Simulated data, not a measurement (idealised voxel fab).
process module | voxel wiring stack
cross-section cut | 230 nm wide | cells 5 nm
A cross-section is a grid of square cells, given in bands from the top down. A band is one or more rows of cells.
Each band's line starts with the height of the band's top and of its bottom, in nm. Then come its materials from left to right, each with its width in nm. One material with "throughout" fills the band from edge to edge. "air" is empty space.
Height 0 is the level under which the wafer as received is all one material. The lowest band goes on downwards, as in "0 down".
A width such as "30 to 40" changes by the same amount from each row of cells to the next, from the band's top row to its bottom row.
"no change" after a step means that no cell of the cross-section changed.
closed voids: empty space of 8 cells or more with no open way to the top, each as width x height at its distance from the left edge, in nm
after a step's settings: what the simulator itself notes on the step
overlay nm, on a step with a mask: how far to the right of its planned place the mask lay; to the left if negative
plan
1 op RECEIVE | material Si
2 op CONFORMAL_DEP | material SiO2 | thk nm 10
3 op DIRECTIONAL_DEP | material TiN | thk nm 5
4 op DIRECTIONAL_DEP | material W | thk nm 20
5 op PATTERN | tone cover | mask id METAL_1 | material resist | width nm 25 | pitch nm 40 | thk nm 20 | overlay nm 0
6 op DIRECTIONAL_ETCH | etch materials W | depth nm 20
7 op DIRECTIONAL_ETCH | etch materials TiN | depth nm 5
8 op STRIP | etch materials resist
9 op CONFORMAL_DEP | material SiN | thk nm 5
10 op FILL_DEP | material SiO2 | thk nm 10
11 op CMP | height nm 35
12 op CONFORMAL_DEP | material SiCN | thk nm 5
13 op DIRECTIONAL_DEP | material lowk | thk nm 15
14 op MASKED_ETCH | tone open | mask id PLUG_1 | width nm 15 | pitch nm 80 | etch materials lowk | depth nm 15 | overlay nm 0
15 op MASKED_ETCH | tone open | mask id PLUG_1 | width nm 15 | pitch nm 80 | etch materials SiCN | depth nm 5 | overlay nm 0
16 op EPI | material Ru | thk nm 10
17 op EPI | material Ru | thk nm 10
18 op DIRECTIONAL_DEP | material TiN | thk nm 5
19 op DIRECTIONAL_DEP | material Ru | thk nm 15
20 op DIRECTIONAL_DEP | material aC | thk nm 10
21 op PATTERN | tone cover | mask id METAL_2 | material resist | width nm 25 | pitch nm 40 | thk nm 30 | overlay nm 0
22 op DIRECTIONAL_ETCH | etch materials aC | depth nm 10
23 op STRIP | etch materials resist
24 op DIRECTIONAL_ETCH | etch materials Ru | depth nm 15
25 op DIRECTIONAL_ETCH | etch materials TiN | depth nm 5
26 op STRIP | etch materials aC
27 op CONFORMAL_DEP | material SiCN | thk nm 5
28 op FILL_DEP | material lowk | thk nm 5
29 op CMP | height nm 75
30 op CONFORMAL_DEP | material SiCN | thk nm 5
31 op DIRECTIONAL_DEP | material SiO2 | thk nm 35
32 op MASKED_ETCH | tone open | mask id METAL_3_HOLES | width nm 15 | pitch nm 40 | etch materials SiO2 | depth nm 35 | overlay nm 0
33 op DIRECTIONAL_DEP | material aC | thk nm 15
34 op PATTERN | tone open | mask id METAL_3 | material resist | width nm 25 | pitch nm 40 | thk nm 30 | overlay nm 0
35 op DIRECTIONAL_ETCH | etch materials aC | depth nm 15
36 op STRIP | etch materials resist
37 op DIRECTIONAL_ETCH | etch materials SiO2 | depth nm 20
38 op DIRECTIONAL_ETCH | etch materials SiCN | depth nm 5
39 op STRIP | etch materials aC
40 op CONFORMAL_DEP | material TiN | thk nm 5
41 op FILL_DEP | material Cu | thk nm 10
42 op CMP | height nm 115
43 op CONFORMAL_DEP | material SiCN | thk nm 5
44 op DIRECTIONAL_DEP | material lowk | thk nm 25
45 op DIRECTIONAL_DEP | material aC | thk nm 15
46 op PATTERN | tone open | mask id METAL_4_HOLES | material resist | width nm 15 | pitch nm 40 | thk nm 35 | overlay nm 0
47 op DIRECTIONAL_ETCH | etch materials aC | depth nm 15
48 op STRIP | etch materials resist
49 op DIRECTIONAL_ETCH | etch materials lowk | depth nm 25
50 op STRIP | etch materials aC
51 op MASKED_ETCH | tone open | mask id METAL_4 | width nm 25 | pitch nm 40 | etch materials lowk | depth nm 15 | overlay nm 0
52 op MASKED_ETCH | tone open | mask id METAL_4 | width nm 25 | pitch nm 40 | etch materials SiCN | depth nm 5 | overlay nm 0
53 op CONFORMAL_DEP | material TiN | thk nm 5
54 op FILL_DEP | material Ru | thk nm 10
55 op CMP | height nm 145
56 op CONFORMAL_DEP | material SiCN | thk nm 5
as received, after step 1
  0 down: Si throughout
  closed voids: none
first wafer at the end, as planned
  150 to 145: SiCN throughout
  145 to 135: lowk 60 | TiN 5 | Ru 15 | TiN 5 | lowk 15 | TiN 5 | Ru 15 | TiN 5 | lowk 15 | TiN 5 | Ru 15 | TiN 5 | lowk 65
  135 to 130: lowk 60 | TiN 5 | Ru 5 | TiN 15 | lowk 15 | TiN 5 | Ru 5 | TiN 15 | lowk 15 | TiN 5 | Ru 5 | TiN 15 | lowk 65
  130 to 120: lowk 60 | TiN 5 | Ru 5 | TiN 5 | lowk 25 | TiN 5 | Ru 5 | TiN 5 | lowk 25 | TiN 5 | Ru 5 | TiN 5 | lowk 75
  120 to 115: SiCN 60 | TiN 15 | SiCN 25 | TiN 15 | SiCN 25 | TiN 15 | SiCN 75
  115 to 100: SiO2 60 | TiN 5 | Cu 15 | TiN 5 | SiO2 15 | TiN 5 | Cu 15 | TiN 5 | SiO2 15 | TiN 5 | Cu 15 | TiN 5 | SiO2 65
  100 to 95: SiO2 60 | TiN 5 | Cu 5 | TiN 15 | SiO2 15 | TiN 5 | Cu 5 | TiN 15 | SiO2 15 | TiN 5 | Cu 5 | TiN 15 | SiO2 65
  95 to 80: SiO2 60 | TiN 5 | Cu 5 | TiN 5 | SiO2 25 | TiN 5 | Cu 5 | TiN 5 | SiO2 25 | TiN 5 | Cu 5 | TiN 5 | SiO2 75
  80 to 75: SiCN 60 | TiN 15 | SiCN 25 | TiN 15 | SiCN 25 | TiN 15 | SiCN 75
  75 to 60: lowk 55 | SiCN 5 | Ru 25 | SiCN 5 | lowk 5 | SiCN 5 | Ru 25 | SiCN 5 | lowk 5 | SiCN 5 | Ru 25 | SiCN 5 | lowk 60
  60 to 55: SiCN 60 | TiN 25 | SiCN 15 | TiN 25 | SiCN 15 | TiN 25 | SiCN 65
  55 to 40: lowk 60 | Ru 15 | lowk 65 | Ru 15 | lowk 75
  40 to 35: SiCN 60 | Ru 15 | SiCN 65 | Ru 15 | SiCN 75
  35 to 15: SiO2 55 | SiN 5 | W 25 | SiN 5 | SiO2 5 | SiN 5 | W 25 | SiN 5 | SiO2 5 | SiN 5 | W 25 | SiN 5 | SiO2 60
  15 to 10: SiN 60 | TiN 25 | SiN 15 | TiN 25 | SiN 15 | TiN 25 | SiN 65
  10 to 0: SiO2 throughout
  0 down: Si throughout
  closed voids: none
second wafer at the end: like start, like plan, one mistake
  150 to 145: SiCN throughout
  145 to 135: lowk 60 | TiN 5 | Ru 15 | TiN 5 | lowk 15 | TiN 5 | Ru 15 | TiN 5 | lowk 15 | TiN 5 | Ru 15 | TiN 5 | lowk 65
  135 to 130: lowk 60 | TiN 5 | Ru 5 | TiN 15 | lowk 15 | TiN 5 | Ru 5 | TiN 15 | lowk 15 | TiN 5 | Ru 5 | TiN 15 | lowk 65
  130 to 120: lowk 60 | TiN 5 | Ru 5 | TiN 5 | lowk 25 | TiN 5 | Ru 5 | TiN 5 | lowk 25 | TiN 5 | Ru 5 | TiN 5 | lowk 75
  120 to 115: SiCN 60 | TiN 15 | SiCN 25 | TiN 15 | SiCN 25 | TiN 15 | SiCN 75
  115 to 100: SiO2 60 | TiN 5 | Cu 15 | TiN 5 | SiO2 15 | TiN 5 | Cu 15 | TiN 5 | SiO2 15 | TiN 5 | Cu 15 | TiN 5 | SiO2 65
  100 to 95: SiO2 60 | TiN 5 | Cu 5 | TiN 15 | SiO2 15 | TiN 5 | Cu 5 | TiN 15 | SiO2 15 | TiN 5 | Cu 5 | TiN 15 | SiO2 65
  95 to 80: SiO2 60 | TiN 5 | Cu 5 | TiN 5 | SiO2 25 | TiN 5 | Cu 5 | TiN 5 | SiO2 25 | TiN 5 | Cu 5 | TiN 5 | SiO2 75
  80 to 75: SiCN 60 | TiN 15 | SiCN 25 | TiN 15 | SiCN 25 | TiN 15 | SiCN 75
  75 to 60: lowk 55 | SiCN 5 | Ru 25 | SiCN 5 | lowk 5 | SiCN 5 | Ru 25 | SiCN 5 | lowk 5 | SiCN 5 | Ru 25 | SiCN 5 | lowk 60
  60 to 55: SiCN 60 | TiN 25 | SiCN 15 | TiN 25 | SiCN 15 | TiN 25 | SiCN 65
  55 to 40: lowk 60 | Ru 15 | lowk 65 | Ru 15 | lowk 75
  40 to 35: SiCN 70 | Ru 5 | SiCN 75 | Ru 5 | SiCN 75
  35 to 15: SiO2 55 | SiN 5 | W 25 | SiN 5 | SiO2 5 | SiN 5 | W 25 | SiN 5 | SiO2 5 | SiN 5 | W 25 | SiN 5 | SiO2 60
  15 to 10: SiN 60 | TiN 25 | SiN 15 | TiN 25 | SiN 15 | TiN 25 | SiN 65
  10 to 0: SiO2 throughout
  0 down: Si throughout
  closed voids: none
what went wrong: step 15 ran as: op MASKED_ETCH | tone open | mask id PLUG_1 | width nm 15 | pitch nm 80 | etch materials SiCN | depth nm 5 | overlay nm 10
at the end the second wafer has, in cells: 4 fewer of Ru | 4 more of SiCN
